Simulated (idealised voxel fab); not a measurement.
Proc. module: voxel self aligned vias
Square cells of 5 nm make up the cross-section cut, whose width is 220 nm.
Cross-sections here: square-cell grids, written as top-down lists of bands, a band being one or more rows of cells.
Per band: top height and bottom height in nm, followed by the left-to-right materials and their widths in nm; "throughout" marks a single material spanning edge to edge, "blank" marks empty space.
Height 0 is the level under which the wafer as received is all one material. The lowest band goes on downwards, as in "top 0, no bottom".
The notation "30->40" denotes a width that varies across the rows of cells in the band, beginning at the first number in the top row, finishing at the second number in the bottom row, and changing by an identical amount from each row to the next.
Any step labelled "nothing altered" changed none of the cells in the cross-section.
"Internal closed voids" enumerates empty spaces isolated from the top, with no open way to it, that contain at least 8 cells, giving each as width x height at distance from the left edge, all three in nm.
Where a step's line continues beyond its settings, the continuation is a remark by the simulator itself on that step.
A step's line can hold "overlay nm"; with a mask on that step, the setting says how far right of the planned place the mask lay, while a negative setting says it lay to the left.
Note: before/after cross-section pairs follow, one process step per pair, after-side truncated at the lowest changed band, step and settings given beneath. Different runs of this module on the same starting wafer may supply the pairs; a pair continues the one above only where the "Pre-process" entry says so.

-- Pre-process
	top 55, bottom 50: 60 TiN; 30 blank; 130 TiN
	top 50, bottom 35: 55 lowk; 5 TiN; 30 blank; 5 TiN; 125 lowk
	top 35, bottom 30: 55 lowk; 40 TiN; 125 lowk
	top 30, bottom 20: 65 lowk; 5 TiN; 10 Ru; 5 TiN; 45 lowk; 5 TiN; 10 Ru; 5 TiN; 70 lowk
	top 20, bottom 15: 65 lowk; 20 TiN; 45 lowk; 20 TiN; 70 lowk
	top 15, bottom 10: SiCN throughout
	top 10, bottom 0: SiO2 throughout
	top 0, no bottom: Si throughout
	Internal closed voids: none

-- After the Step
	top 60, bottom 55: W throughout
	top 55, bottom 50: 60 TiN; 30 W; 130 TiN
	top 50, bottom 35: 55 lowk; 5 TiN; 30 W; 5 TiN; 125 lowk
	Below 35 it's all the same as before, nothing changed down there.
	Internal closed voids: none
Step, before to after (see cross-sections above): FILL_DEP,material W,thk nm 5

Pre-process: The initial state for this step is given by the after cross-section of the immediately preceding pair.

-- After the Step
	top 65, bottom 60: SiCN throughout
	Below 60 it's all the same as before, nothing changed down there.
	Internal closed voids: none
Step, before to after (see cross-sections above): CONFORMAL_DEP,material SiCN,thk nm 5

-- Pre-process
	top 70, bottom 60: aC throughout
	top 60, bottom 40: lowk throughout
	top 40, bottom 30: 65 lowk; 20 SiN; 45 lowk; 20 SiN; 70 lowk
	top 30, bottom 20: 65 lowk; 5 TiN; 10 Ru; 5 TiN; 45 lowk; 5 TiN; 10 Ru; 5 TiN; 70 lowk
	top 20, bottom 15: 65 lowk; 20 TiN; 45 lowk; 20 TiN; 70 lowk
	top 15, bottom 10: SiCN throughout
	top 10, bottom 0: SiO2 throughout
	top 0, no bottom: Si throughout
	Internal closed voids: none

-- After the Step
	top 95, bottom 70: 50 resist; 50 blank; 120 resist
	Below 70 it's all the same as before, nothing changed down there.
	Internal closed voids: none
Step, before to after (see cross-sections above): PATTERN,tone open,mask id VIAS,material resist,width nm 50,thk nm 25,overlay nm 0

Pre-process: The initial state for this step is given by the after cross-section of the immediately preceding pair.

-- After the Step
	top 85, bottom 70: 50 resist; 50 blank; 120 resist
	top 70, bottom 60: 50 aC; 50 blank; 120 aC
	Below 60 it's all the same as before, nothing changed down there.
	Internal closed voids: none
Step, before to after (see cross-sections above): DIRECTIONAL_ETCH,etch materials aC,depth nm 10

Pre-process: The initial state for this step is given by the after cross-section of the immediately preceding pair.

-- After the Step
	top 70, bottom 60: 50 aC; 50 blank; 120 aC
	Below 60 it's all the same as before, nothing changed down there.
	Internal closed voids: none
Step, before to after (see cross-sections above): STRIP,etch materials resist

Pre-process: The initial state for this step is given by the after cross-section of the immediately preceding pair.

-- After the Step
	top 70, bottom 60: 50 aC; 50 blank; 120 aC
	top 60, bottom 40: 50 lowk; 50 blank; 120 lowk
	Below 40 it's all the same as before, nothing changed down there.
	Internal closed voids: none
Step, before to after (see cross-sections above): DIRECTIONAL_ETCH,etch materials lowk,depth nm 20

Pre-process: The initial state for this step is given by the after cross-section of the immediately preceding pair.

-- After the Step
	top 70, bottom 60: 50 aC; 50 blank; 120 aC
	top 60, bottom 40: 50 lowk; 50 blank; 120 lowk
	top 40, bottom 30: 65 lowk; 20 blank; 45 lowk; 20 SiN; 70 lowk
	Below 30 it's all the same as before, nothing changed down there.
	Internal closed voids: none
Step, before to after (see cross-sections above): DIRECTIONAL_ETCH,etch materials SiN,depth nm 10

Pre-process: The initial state for this step is given by the after cross-section of the immediately preceding pair.

-- After the Step
	top 60, bottom 40: 50 lowk; 50 blank; 120 lowk
	Below 40 it's all the same as before, nothing changed down there.
	Internal closed voids: none
Step, before to after (see cross-sections above): STRIP,etch materials aC

Pre-process: The initial state for this step is given by the after cross-section of the immediately preceding pair.

-- After the Step
	top 65, bottom 60: 55 TiN; 40 blank; 125 TiN
	top 60, bottom 45: 50 lowk; 5 TiN; 40 blank; 5 TiN; 120 lowk
	top 45, bottom 40: 50 lowk; 20 TiN; 10 blank; 20 TiN; 120 lowk
	top 40, bottom 35: 65 lowk; 5 TiN; 10 blank; 5 TiN; 45 lowk; 20 SiN; 70 lowk
	top 35, bottom 30: 65 lowk; 20 TiN; 45 lowk; 20 SiN; 70 lowk
	Below 30 it's all the same as before, nothing changed down there.
	Internal closed voids: none
Step, before to after (see cross-sections above): CONFORMAL_DEP,material TiN,thk nm 5

Pre-process: The initial state for this step is given by the after cross-section of the immediately preceding pair.

-- After the Step
	top 70, bottom 65: W throughout
	top 65, bottom 60: 55 TiN; 40 W; 125 TiN
	top 60, bottom 45: 50 lowk; 5 TiN; 40 W; 5 TiN; 120 lowk
	top 45, bottom 40: 50 lowk; 20 TiN; 10 W; 20 TiN; 120 lowk
	top 40, bottom 35: 65 lowk; 5 TiN; 10 W; 5 TiN; 45 lowk; 20 SiN; 70 lowk
	Below 35 it's all the same as before, nothing changed down there.
	Internal closed voids: none
Step, before to after (see cross-sections above): FILL_DEP,material W,thk nm 5

Pre-process: The initial state for this step is given by the after cross-section of the immediately preceding pair.

-- After the Step
	top 60, bottom 45: 50 lowk; 5 TiN; 40 W; 5 TiN; 120 lowk
	Below 45 it's all the same as before, nothing changed down there.
	Internal closed voids: none
Step, before to after (see cross-sections above): CMP,height nm 60

Pre-process: The initial state for this step is given by the after cross-section of the immediately preceding pair.

-- After the Step
	top 65, bottom 60: SiCN throughout
	Below 60 it's all the same as before, nothing changed down there.
	Internal closed voids: none
Step, before to after (see cross-sections above): CONFORMAL_DEP,material SiCN,thk nm 5

-- Pre-process
	top 40, bottom 15: lowk throughout
	top 15, bottom 10: SiCN throughout
	top 10, bottom 0: SiO2 throughout
	top 0, no bottom: Si throughout
	Internal closed voids: none

-- After the Step
	top 55, bottom 40: 70 resist; 20 blank; 45 resist; 20 blank; 65 resist
	Below 40 it's all the same as before, nothing changed down there.
	Internal closed voids: none
Step, before to after (see cross-sections above): PATTERN,tone open,mask id LINES,material resist,width nm 20,pitch nm 65,thk nm 15,overlay nm 5

Pre-process: The initial state for this step is given by the after cross-section of the immediately preceding pair.

-- After the Step
	top 55, bottom 40: 70 resist; 20 blank; 45 resist; 20 blank; 65 resist
	top 40, bottom 15: 70 lowk; 20 blank; 45 lowk; 20 blank; 65 lowk
	Below 15 it's all the same as before, nothing changed down there.
	Internal closed voids: none
Step, before to after (see cross-sections above): DIRECTIONAL_ETCH,etch materials lowk,depth nm 25

Pre-process: The initial state for this step is given by the after cross-section of the immediately preceding pair.

-- After the Step
	top 40, bottom 15: 70 lowk; 20 blank; 45 lowk; 20 blank; 65 lowk
	Below 15 it's all the same as before, nothing changed down there.
	Internal closed voids: none
Step, before to after (see cross-sections above): STRIP,etch materials resist

Pre-process: The initial state for this step is given by the after cross-section of the immediately preceding pair.

-- After the Step
	top 45, bottom 40: 75 TiN; 10 blank; 55 TiN; 10 blank; 70 TiN
	top 40, bottom 20: 70 lowk; 5 TiN; 10 blank; 5 TiN; 45 lowk; 5 TiN; 10 blank; 5 TiN; 65 lowk
	top 20, bottom 15: 70 lowk; 20 TiN; 45 lowk; 20 TiN; 65 lowk
	Below 15 it's all the same as before, nothing changed down there.
	Internal closed voids: none
Step, before to after (see cross-sections above): CONFORMAL_DEP,material TiN,thk nm 5

Pre-process: The initial state for this step is given by the after cross-section of the immediately preceding pair.

-- After the Step
	top 55, bottom 45: Ru throughout
	top 45, bottom 40: 75 TiN; 10 Ru; 55 TiN; 10 Ru; 70 TiN
	top 40, bottom 20: 70 lowk; 5 TiN; 10 Ru; 5 TiN; 45 lowk; 5 TiN; 10 Ru; 5 TiN; 65 lowk
	Below 20 it's all the same as before, nothing changed down there.
	Internal closed voids: none
Step, before to after (see cross-sections above): FILL_DEP,material Ru,thk nm 10

Pre-process: The initial state for this step is given by the after cross-section of the immediately preceding pair.

-- After the Step
	top 40, bottom 20: 70 lowk; 5 TiN; 10 Ru; 5 TiN; 45 lowk; 5 TiN; 10 Ru; 5 TiN; 65 lowk
	Below 20 it's all the same as before, nothing changed down there.
	Internal closed voids: none
Step, before to after (see cross-sections above): CMP,height nm 40

Pre-process: The initial state for this step is given by the after cross-section of the immediately preceding pair.

-- After the Step
	top 40, bottom 30: 70 lowk; 20 blank; 45 lowk; 20 blank; 65 lowk
	Below 30 it's all the same as before, nothing changed down there.
	Internal closed voids: none
Step, before to after (see cross-sections above): SELECTIVE_ETCH,etch materials W Ru TiN,depth nm 10

Pre-process: The initial state for this step is given by the after cross-section of the immediately preceding pair.

-- After the Step
	top 50, bottom 40: SiN throughout
	top 40, bottom 30: 70 lowk; 20 SiN; 45 lowk; 20 SiN; 65 lowk
	Below 30 it's all the same as before, nothing changed down there.
	Internal closed voids: none
Step, before to after (see cross-sections above): FILL_DEP,material SiN,thk nm 10

Pre-process: The initial state for this step is given by the after cross-section of the immediately preceding pair.

-- After the Step
	top 40, bottom 30: 70 lowk; 20 SiN; 45 lowk; 20 SiN; 65 lowk
	Below 30 it's all the same as before, nothing changed down there.
	Internal closed voids: none
Step, before to after (see cross-sections above): CMP,height nm 40

Pre-process: The initial state for this step is given by the after cross-section of the immediately preceding pair.

-- After the Step
	top 60, bottom 40: lowk throughout
	Below 40 it's all the same as before, nothing changed down there.
	Internal closed voids: none
Step, before to after (see cross-sections above): DIRECTIONAL_DEP,material lowk,thk nm 20

Pre-process: The initial state for this step is given by the after cross-section of the immediately preceding pair.

-- After the Step
	top 70, bottom 60: aC throughout
	Below 60 it's all the same as before, nothing changed down there.
	Internal closed voids: none
Step, before to after (see cross-sections above): DIRECTIONAL_DEP,material aC,thk nm 10

Pre-process: The initial state for this step is given by the after cross-section of the immediately preceding pair.

-- After the Step
	top 95, bottom 70: 55 resist; 40 blank; 125 resist
	Below 70 it's all the same as before, nothing changed down there.
	Internal closed voids: none
Step, before to after (see cross-sections above): PATTERN,tone open,mask id VIAS,material resist,width nm 40,thk nm 25,overlay nm 0

Pre-process: The initial state for this step is given by the after cross-section of the immediately preceding pair.

-- After the Step
	top 85, bottom 70: 55 resist; 40 blank; 125 resist
	top 70, bottom 60: 55 aC; 40 blank; 125 aC
	Below 60 it's all the same as before, nothing changed down there.
	Internal closed voids: none
Step, before to after (see cross-sections above): DIRECTIONAL_ETCH,etch materials aC,depth nm 10

Pre-process: The initial state for this step is given by the after cross-section of the immediately preceding pair.

-- After the Step
	top 70, bottom 60: 55 aC; 40 blank; 125 aC
	Below 60 it's all the same as before, nothing changed down there.
	Internal closed voids: none
Step, before to after (see cross-sections above): STRIP,etch materials resist

Pre-process: The initial state for this step is given by the after cross-section of the immediately preceding pair.

-- After the Step
	top 70, bottom 60: 55 aC; 40 blank; 125 aC
	top 60, bottom 40: 55 lowk; 40 blank; 125 lowk
	Below 40 it's all the same as before, nothing changed down there.
	Internal closed voids: none
Step, before to after (see cross-sections above): DIRECTIONAL_ETCH,etch materials lowk,depth nm 20

Pre-process: The initial state for this step is given by the after cross-section of the immediately preceding pair.

-- After the Step
	top 70, bottom 60: 55 aC; 40 blank; 125 aC
	top 60, bottom 40: 55 lowk; 40 blank; 125 lowk
	top 40, bottom 30: 70 lowk; 20 blank; 45 lowk; 20 SiN; 65 lowk
	Below 30 it's all the same as before, nothing changed down there.
	Internal closed voids: none
Step, before to after (see cross-sections above): DIRECTIONAL_ETCH,etch materials SiN,depth nm 10

Pre-process: The initial state for this step is given by the after cross-section of the immediately preceding pair.

-- After the Step
	top 60, bottom 40: 55 lowk; 40 blank; 125 lowk
	Below 40 it's all the same as before, nothing changed down there.
	Internal closed voids: none
Step, before to after (see cross-sections above): STRIP,etch materials aC

Pre-process: The initial state for this step is given by the after cross-section of the immediately preceding pair.

-- After the Step
	top 65, bottom 60: 60 TiN; 30 blank; 130 TiN
	top 60, bottom 45: 55 lowk; 5 TiN; 30 blank; 5 TiN; 125 lowk
	top 45, bottom 40: 55 lowk; 20 TiN; 10 blank; 10 TiN; 125 lowk
	top 40, bottom 35: 70 lowk; 5 TiN; 10 blank; 5 TiN; 45 lowk; 20 SiN; 65 lowk
	top 35, bottom 30: 70 lowk; 20 TiN; 45 lowk; 20 SiN; 65 lowk
	Below 30 it's all the same as before, nothing changed down there.
	Internal closed voids: none
Step, before to after (see cross-sections above): CONFORMAL_DEP,material TiN,thk nm 5

Pre-process: The initial state for this step is given by the after cross-section of the immediately preceding pair.

-- After the Step
	top 70, bottom 65: W throughout
	top 65, bottom 60: 60 TiN; 30 W; 130 TiN
	top 60, bottom 45: 55 lowk; 5 TiN; 30 W; 5 TiN; 125 lowk
	top 45, bottom 40: 55 lowk; 20 TiN; 10 W; 10 TiN; 125 lowk
	top 40, bottom 35: 70 lowk; 5 TiN; 10 W; 5 TiN; 45 lowk; 20 SiN; 65 lowk
	Below 35 it's all the same as before, nothing changed down there.
	Internal closed voids: none
Step, before to after (see cross-sections above): FILL_DEP,material W,thk nm 5

Pre-process: The initial state for this step is given by the after cross-section of the immediately preceding pair.

-- After the Step
	top 60, bottom 45: 55 lowk; 5 TiN; 30 W; 5 TiN; 125 lowk
	Below 45 it's all the same as before, nothing changed down there.
	Internal closed voids: none
Step, before to after (see cross-sections above): CMP,height nm 60

Pre-process: The initial state for this step is given by the after cross-section of the immediately preceding pair.

-- After the Step
	top 65, bottom 60: SiCN throughout
	Below 60 it's all the same as before, nothing changed down there.
	Internal closed voids: none
Step, before to after (see cross-sections above): CONFORMAL_DEP,material SiCN,thk nm 5

-- Pre-process
	top 45, bottom 40: 70 TiN; 10 blank; 55 TiN; 10 blank; 75 TiN
	top 40, bottom 20: 65 lowk; 5 TiN; 10 blank; 5 TiN; 45 lowk; 5 TiN; 10 blank; 5 TiN; 70 lowk
	top 20, bottom 15: 65 lowk; 20 TiN; 45 lowk; 20 TiN; 70 lowk
	top 15, bottom 10: SiCN throughout
	top 10, bottom 0: SiO2 throughout
	top 0, no bottom: Si throughout
	Internal closed voids: none

-- After the Step
	top 55, bottom 45: SiO2 throughout
	top 45, bottom 40: 70 TiN; 10 SiO2; 55 TiN; 10 SiO2; 75 TiN
	top 40, bottom 20: 65 lowk; 5 TiN; 10 SiO2; 5 TiN; 45 lowk; 5 TiN; 10 SiO2; 5 TiN; 70 lowk
	Below 20 it's all the same as before, nothing changed down there.
	Internal closed voids: none
Step, before to after (see cross-sections above): FILL_DEP,material SiO2,thk nm 10

Pre-process: The initial state for this step is given by the after cross-section of the immediately preceding pair.

-- After the Step
	top 40, bottom 20: 65 lowk; 5 TiN; 10 SiO2; 5 TiN; 45 lowk; 5 TiN; 10 SiO2; 5 TiN; 70 lowk
	Below 20 it's all the same as before, nothing changed down there.
	Internal closed voids: none
Step, before to after (see cross-sections above): CMP,height nm 40

Pre-process: The initial state for this step is given by the after cross-section of the immediately preceding pair.

-- After the Step
	top 40, bottom 30: 65 lowk; 5 blank; 10 SiO2; 5 blank; 45 lowk; 5 blank; 10 SiO2; 5 blank; 70 lowk
	Below 30 it's all the same as before, nothing changed down there.
	Internal closed voids: none
Step, before to after (see cross-sections above): SELECTIVE_ETCH,etch materials W Ru TiN,depth nm 10

Pre-process: The initial state for this step is given by the after cross-section of the immediately preceding pair.

-- After the Step
	top 50, bottom 40: SiN throughout
	top 40, bottom 30: 65 lowk; 5 SiN; 10 SiO2; 5 SiN; 45 lowk; 5 SiN; 10 SiO2; 5 SiN; 70 lowk
	Below 30 it's all the same as before, nothing changed down there.
	Internal closed voids: none
Step, before to after (see cross-sections above): FILL_DEP,material SiN,thk nm 10

Pre-process: The initial state for this step is given by the after cross-section of the immediately preceding pair.

-- After the Step
	top 40, bottom 30: 65 lowk; 5 SiN; 10 SiO2; 5 SiN; 45 lowk; 5 SiN; 10 SiO2; 5 SiN; 70 lowk
	Below 30 it's all the same as before, nothing changed down there.
	Internal closed voids: none
Step, before to after (see cross-sections above): CMP,height nm 40

Pre-process: The initial state for this step is given by the after cross-section of the immediately preceding pair.

-- After the Step
	top 60, bottom 40: lowk throughout
	Below 40 it's all the same as before, nothing changed down there.
	Internal closed voids: none
Step, before to after (see cross-sections above): DIRECTIONAL_DEP,material lowk,thk nm 20

Pre-process: The initial state for this step is given by the after cross-section of the immediately preceding pair.

-- After the Step
	top 70, bottom 60: aC throughout
	Below 60 it's all the same as before, nothing changed down there.
	Internal closed voids: none
Step, before to after (see cross-sections above): DIRECTIONAL_DEP,material aC,thk nm 10

Pre-process: The initial state for this step is given by the after cross-section of the immediately preceding pair.

-- After the Step
	top 95, bottom 70: 55 resist; 40 blank; 125 resist
	Below 70 it's all the same as before, nothing changed down there.
	Internal closed voids: none
Step, before to after (see cross-sections above): PATTERN,tone open,mask id VIAS,material resist,width nm 40,thk nm 25,overlay nm 0

Pre-process: The initial state for this step is given by the after cross-section of the immediately preceding pair.

-- After the Step
	top 85, bottom 70: 55 resist; 40 blank; 125 resist
	top 70, bottom 60: 55 aC; 40 blank; 125 aC
	Below 60 it's all the same as before, nothing changed down there.
	Internal closed voids: none
Step, before to after (see cross-sections above): DIRECTIONAL_ETCH,etch materials aC,depth nm 10

Pre-process: The initial state for this step is given by the after cross-section of the immediately preceding pair.

-- After the Step
	top 70, bottom 60: 55 aC; 40 blank; 125 aC
	Below 60 it's all the same as before, nothing changed down there.
	Internal closed voids: none
Step, before to after (see cross-sections above): STRIP,etch materials resist

Pre-process: The initial state for this step is given by the after cross-section of the immediately preceding pair.

-- After the Step
	top 70, bottom 60: 55 aC; 40 blank; 125 aC
	top 60, bottom 40: 55 lowk; 40 blank; 125 lowk
	Below 40 it's all the same as before, nothing changed down there.
	Internal closed voids: none
Step, before to after (see cross-sections above): DIRECTIONAL_ETCH,etch materials lowk,depth nm 20

Pre-process: The initial state for this step is given by the after cross-section of the immediately preceding pair.

-- After the Step
	top 70, bottom 60: 55 aC; 40 blank; 125 aC
	top 60, bottom 40: 55 lowk; 40 blank; 125 lowk
	top 40, bottom 30: 65 lowk; 5 blank; 10 SiO2; 5 blank; 45 lowk; 5 SiN; 10 SiO2; 5 SiN; 70 lowk
	Below 30 it's all the same as before, nothing changed down there.
	Internal closed voids: none
Step, before to after (see cross-sections above): DIRECTIONAL_ETCH,etch materials SiN,depth nm 10

Pre-process: The initial state for this step is given by the after cross-section of the immediately preceding pair.

-- After the Step
	top 60, bottom 40: 55 lowk; 40 blank; 125 lowk
	Below 40 it's all the same as before, nothing changed down there.
	Internal closed voids: none
Step, before to after (see cross-sections above): STRIP,etch materials aC

Pre-process: The initial state for this step is given by the after cross-section of the immediately preceding pair.

-- After the Step
	top 65, bottom 60: 60 TiN; 30 blank; 130 TiN
	top 60, bottom 45: 55 lowk; 5 TiN; 30 blank; 5 TiN; 125 lowk
	top 45, bottom 40: 55 lowk; 40 TiN; 125 lowk
	top 40, bottom 30: 65 lowk; 5 TiN; 10 SiO2; 5 TiN; 45 lowk; 5 SiN; 10 SiO2; 5 SiN; 70 lowk
	Below 30 it's all the same as before, nothing changed down there.
	Internal closed voids: none
Step, before to after (see cross-sections above): CONFORMAL_DEP,material TiN,thk nm 5

Pre-process: The initial state for this step is given by the after cross-section of the immediately preceding pair.

-- After the Step
	top 70, bottom 65: W throughout
	top 65, bottom 60: 60 TiN; 30 W; 130 TiN
	top 60, bottom 45: 55 lowk; 5 TiN; 30 W; 5 TiN; 125 lowk
	Below 45 it's all the same as before, nothing changed down there.
	Internal closed voids: none
Step, before to after (see cross-sections above): FILL_DEP,material W,thk nm 5

Pre-process: The initial state for this step is given by the after cross-section of the immediately preceding pair.

-- After the Step
	top 60, bottom 45: 55 lowk; 5 TiN; 30 W; 5 TiN; 125 lowk
	Below 45 it's all the same as before, nothing changed down there.
	Internal closed voids: none
Step, before to after (see cross-sections above): CMP,height nm 60

Pre-process: The initial state for this step is given by the after cross-section of the immediately preceding pair.

-- After the Step
	top 65, bottom 60: SiCN throughout
	Below 60 it's all the same as before, nothing changed down there.
	Internal closed voids: none
Step, before to after (see cross-sections above): CONFORMAL_DEP,material SiCN,thk nm 5

-- Pre-process
	top 40, bottom 15: lowk throughout
	top 15, bottom 10: SiCN throughout
	top 10, bottom 0: SiO2 throughout
	top 0, no bottom: Si throughout
	Internal closed voids: none

-- After the Step
	top 55, bottom 40: 65 blank; 20 resist; 45 blank; 20 resist; 70 blank
	Below 40 it's all the same as before, nothing changed down there.
	Internal closed voids: none
Step, before to after (see cross-sections above): PATTERN,tone cover,mask id LINES,material resist,width nm 20,pitch nm 65,thk nm 15,overlay nm 0

Pre-process: The initial state for this step is given by the after cross-section of the immediately preceding pair.

-- After the Step
	top 55, bottom 40: 65 blank; 20 resist; 45 blank; 20 resist; 70 blank
	top 40, bottom 15: 65 blank; 20 lowk; 45 blank; 20 lowk; 70 blank
	Below 15 it's all the same as before, nothing changed down there.
	Internal closed voids: none
Step, before to after (see cross-sections above): DIRECTIONAL_ETCH,etch materials lowk,depth nm 25

Pre-process: The initial state for this step is given by the after cross-section of the immediately preceding pair.

-- After the Step
	top 40, bottom 15: 65 blank; 20 lowk; 45 blank; 20 lowk; 70 blank
	Below 15 it's all the same as before, nothing changed down there.
	Internal closed voids: none
Step, before to after (see cross-sections above): STRIP,etch materials resist

Pre-process: The initial state for this step is given by the after cross-section of the immediately preceding pair.

-- After the Step
	top 45, bottom 40: 60 blank; 30 TiN; 35 blank; 30 TiN; 65 blank
	top 40, bottom 20: 60 blank; 5 TiN; 20 lowk; 5 TiN; 35 blank; 5 TiN; 20 lowk; 5 TiN; 65 blank
	top 20, bottom 15: 65 TiN; 20 lowk; 45 TiN; 20 lowk; 70 TiN
	Below 15 it's all the same as before, nothing changed down there.
	Internal closed voids: none
Step, before to after (see cross-sections above): CONFORMAL_DEP,material TiN,thk nm 5

Pre-process: The initial state for this step is given by the after cross-section of the immediately preceding pair.

-- After the Step
	top 55, bottom 45: Ru throughout
	top 45, bottom 40: 60 Ru; 30 TiN; 35 Ru; 30 TiN; 65 Ru
	top 40, bottom 20: 60 Ru; 5 TiN; 20 lowk; 5 TiN; 35 Ru; 5 TiN; 20 lowk; 5 TiN; 65 Ru
	Below 20 it's all the same as before, nothing changed down there.
	Internal closed voids: none
Step, before to after (see cross-sections above): FILL_DEP,material Ru,thk nm 10

Pre-process: The initial state for this step is given by the after cross-section of the immediately preceding pair.

-- After the Step
	top 40, bottom 20: 60 Ru; 5 TiN; 20 lowk; 5 TiN; 35 Ru; 5 TiN; 20 lowk; 5 TiN; 65 Ru
	Below 20 it's all the same as before, nothing changed down there.
	Internal closed voids: none
Step, before to after (see cross-sections above): CMP,height nm 40

Pre-process: The initial state for this step is given by the after cross-section of the immediately preceding pair.

-- After the Step
	top 40, bottom 30: 65 blank; 20 lowk; 45 blank; 20 lowk; 70 blank
	Below 30 it's all the same as before, nothing changed down there.
	Internal closed voids: none
Step, before to after (see cross-sections above): SELECTIVE_ETCH,etch materials W Ru TiN,depth nm 10

Pre-process: The initial state for this step is given by the after cross-section of the immediately preceding pair.

-- After the Step
	top 50, bottom 40: SiN throughout
	top 40, bottom 30: 65 SiN; 20 lowk; 45 SiN; 20 lowk; 70 SiN
	Below 30 it's all the same as before, nothing changed down there.
	Internal closed voids: none
Step, before to after (see cross-sections above): FILL_DEP,material SiN,thk nm 10

Pre-process: The initial state for this step is given by the after cross-section of the immediately preceding pair.

-- After the Step
	top 40, bottom 30: 65 SiN; 20 lowk; 45 SiN; 20 lowk; 70 SiN
	Below 30 it's all the same as before, nothing changed down there.
	Internal closed voids: none
Step, before to after (see cross-sections above): CMP,height nm 40

Pre-process: The initial state for this step is given by the after cross-section of the immediately preceding pair.

-- After the Step
	top 60, bottom 40: lowk throughout
	Below 40 it's all the same as before, nothing changed down there.
	Internal closed voids: none
Step, before to after (see cross-sections above): DIRECTIONAL_DEP,material lowk,thk nm 20

Pre-process: The initial state for this step is given by the after cross-section of the immediately preceding pair.

-- After the Step
	top 70, bottom 60: aC throughout
	Below 60 it's all the same as before, nothing changed down there.
	Internal closed voids: none
Step, before to after (see cross-sections above): DIRECTIONAL_DEP,material aC,thk nm 10

Pre-process: The initial state for this step is given by the after cross-section of the immediately preceding pair.

-- After the Step
	top 95, bottom 70: 55 resist; 40 blank; 125 resist
	Below 70 it's all the same as before, nothing changed down there.
	Internal closed voids: none
Step, before to after (see cross-sections above): PATTERN,tone open,mask id VIAS,material resist,width nm 40,thk nm 25,overlay nm 0

Pre-process: The initial state for this step is given by the after cross-section of the immediately preceding pair.

-- After the Step
	top 85, bottom 70: 55 resist; 40 blank; 125 resist
	top 70, bottom 60: 55 aC; 40 blank; 125 aC
	Below 60 it's all the same as before, nothing changed down there.
	Internal closed voids: none
Step, before to after (see cross-sections above): DIRECTIONAL_ETCH,etch materials aC,depth nm 10

Pre-process: The initial state for this step is given by the after cross-section of the immediately preceding pair.

-- After the Step
	top 70, bottom 60: 55 aC; 40 blank; 125 aC
	Below 60 it's all the same as before, nothing changed down there.
	Internal closed voids: none
Step, before to after (see cross-sections above): STRIP,etch materials resist

Pre-process: The initial state for this step is given by the after cross-section of the immediately preceding pair.

-- After the Step
	top 70, bottom 60: 55 aC; 40 blank; 125 aC
	top 60, bottom 40: 55 lowk; 40 blank; 125 lowk
	Below 40 it's all the same as before, nothing changed down there.
	Internal closed voids: none
Step, before to after (see cross-sections above): DIRECTIONAL_ETCH,etch materials lowk,depth nm 20

Pre-process: The initial state for this step is given by the after cross-section of the immediately preceding pair.

-- After the Step
	top 70, bottom 60: 55 aC; 40 blank; 125 aC
	top 60, bottom 40: 55 lowk; 40 blank; 125 lowk
	top 40, bottom 30: 55 SiN; 10 blank; 20 lowk; 10 blank; 35 SiN; 20 lowk; 70 SiN
	Below 30 it's all the same as before, nothing changed down there.
	Internal closed voids: none
Step, before to after (see cross-sections above): DIRECTIONAL_ETCH,etch materials SiN,depth nm 10

Pre-process: The initial state for this step is given by the after cross-section of the immediately preceding pair.

-- After the Step
	top 60, bottom 40: 55 lowk; 40 blank; 125 lowk
	Below 40 it's all the same as before, nothing changed down there.
	Internal closed voids: none
Step, before to after (see cross-sections above): STRIP,etch materials aC

Pre-process: The initial state for this step is given by the after cross-section of the immediately preceding pair.

-- After the Step
	top 65, bottom 60: 60 TiN; 30 blank; 130 TiN
	top 60, bottom 45: 55 lowk; 5 TiN; 30 blank; 5 TiN; 125 lowk
	top 45, bottom 40: 55 lowk; 40 TiN; 125 lowk
	top 40, bottom 30: 55 SiN; 10 TiN; 20 lowk; 10 TiN; 35 SiN; 20 lowk; 70 SiN
	Below 30 it's all the same as before, nothing changed down there.
	Internal closed voids: none
Step, before to after (see cross-sections above): CONFORMAL_DEP,material TiN,thk nm 5

Pre-process: The initial state for this step is given by the after cross-section of the immediately preceding pair.

-- After the Step
	top 70, bottom 65: W throughout
	top 65, bottom 60: 60 TiN; 30 W; 130 TiN
	top 60, bottom 45: 55 lowk; 5 TiN; 30 W; 5 TiN; 125 lowk
	Below 45 it's all the same as before, nothing changed down there.
	Internal closed voids: none
Step, before to after (see cross-sections above): FILL_DEP,material W,thk nm 5

Pre-process: The initial state for this step is given by the after cross-section of the immediately preceding pair.

-- After the Step
	top 60, bottom 45: 55 lowk; 5 TiN; 30 W; 5 TiN; 125 lowk
	Below 45 it's all the same as before, nothing changed down there.
	Internal closed voids: none
Step, before to after (see cross-sections above): CMP,height nm 60

Pre-process: The initial state for this step is given by the after cross-section of the immediately preceding pair.

-- After the Step
	top 65, bottom 60: SiCN throughout
	Below 60 it's all the same as before, nothing changed down there.
	Internal closed voids: none
Step, before to after (see cross-sections above): CONFORMAL_DEP,material SiCN,thk nm 5
